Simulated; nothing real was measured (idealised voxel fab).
process module | voxel gate over fins
cross-section cut | 205 nm wide | cells 5 nm
A cross-section is a grid of square cells, given in bands from the top down. A band is one or more rows of cells.
Each band's line starts with the height of the band's top and of its bottom, in nm. Then come its materials from left to right, each with its width in nm. One material with "throughout" fills the band from edge to edge. "air" is empty space.
Height 0 is the level under which the wafer as received is all one material. The lowest band goes on downwards, as in "0 down".
A width such as "30 to 40" changes by the same amount from each row of cells to the next, from the band's top row to its bottom row.
"no change" after a step means that no cell of the cross-section changed.
closed voids: empty space of 8 cells or more with no open way to the top, each as width x height at its distance from the left edge, in nm
after a step's settings: what the simulator itself notes on the step
overlay nm, on a step with a mask: how far to the right of its planned place the mask lay; to the left if negative
plan
1 op RECEIVE | material Si
2 op CONFORMAL_DEP | material SiN | thk nm 5
3 op PATTERN | tone cover | mask id FINS | material resist | width nm 15 | pitch nm 45 | thk nm 20 | overlay nm 0
4 op DIRECTIONAL_ETCH | etch materials SiN | depth nm 5
5 op DIRECTIONAL_ETCH | etch materials Si | depth nm 30
6 op STRIP | etch materials resist
7 op FILL_DEP | material SiO2 | thk nm 5
8 op CMP | height nm 5
9 op SELECTIVE_ETCH | etch materials SiO2 | depth nm 20
10 op STRIP | etch materials SiN
11 op CONFORMAL_DEP | material HfO2 | thk nm 5
12 op CONFORMAL_DEP | material TiN | thk nm 5
13 op CONFORMAL_DEP | material TiAl | thk nm 5
14 op CONFORMAL_DEP | material TiN | thk nm 5
15 op FILL_DEP | material W | thk nm 15
16 op CMP | height nm 30
17 op CONFORMAL_DEP | material SiN | thk nm 10
as received, after step 1
  0 down: Si throughout
  closed voids: none
first wafer at the end, as planned
  40 to 30: SiN throughout
  30 to 20: W throughout
  20 to 15: W 50 | TiN 100 | W 55
  15 to 10: W 50 | TiN 5 | TiAl 90 | TiN 5 | W 55
  10 to 5: W 50 | TiN 5 | TiAl 5 | TiN 35 | TiAl 10 | TiN 35 | TiAl 5 | TiN 5 | W 55
  5 to 0: TiN 55 | TiAl 5 | TiN 5 | HfO2 25 | TiN 5 | TiAl 10 | TiN 5 | HfO2 25 | TiN 5 | TiAl 5 | TiN 60
  0 to -5: TiAl 60 | TiN 5 | HfO2 5 | Si 15 | HfO2 5 | TiN 5 | TiAl 10 | TiN 5 | HfO2 5 | Si 15 | HfO2 5 | TiN 5 | TiAl 65
  -5 to -10: TiN 65 | HfO2 5 | Si 15 | HfO2 5 | TiN 20 | HfO2 5 | Si 15 | HfO2 5 | TiN 70
  -10 to -15: HfO2 70 | Si 15 | HfO2 30 | Si 15 | HfO2 75
  -15 to -30: SiO2 70 | Si 15 | SiO2 30 | Si 15 | SiO2 75
  -30 down: Si throughout
  closed voids: none
second wafer at the end: like start, like plan, one mistake
  40 to 30: SiN throughout
  30 to 20: W throughout
  20 to 15: TiN throughout
  15 to 10: TiAl throughout
  10 to 5: TiN throughout
  5 to 0: HfO2 75 | TiN 5 | HfO2 40 | TiN 5 | HfO2 80
  0 to -10: Si 70 | HfO2 5 | TiN 5 | HfO2 5 | Si 30 | HfO2 5 | TiN 5 | HfO2 5 | Si 75
  -10 to -15: Si 70 | HfO2 15 | Si 30 | HfO2 15 | Si 75
  -15 to -30: Si 70 | SiO2 15 | Si 30 | SiO2 15 | Si 75
  -30 down: Si throughout
  closed voids: none
what went wrong: step 3 ran as: op PATTERN | tone open | mask id FINS | material resist | width nm 15 | pitch nm 45 | thk nm 20 | overlay nm 0
at the end the second wafer has, in cells: 174 more of Si | 87 fewer of SiO2 | 12 fewer of TiAl | 12 fewer of TiN | 63 fewer of W
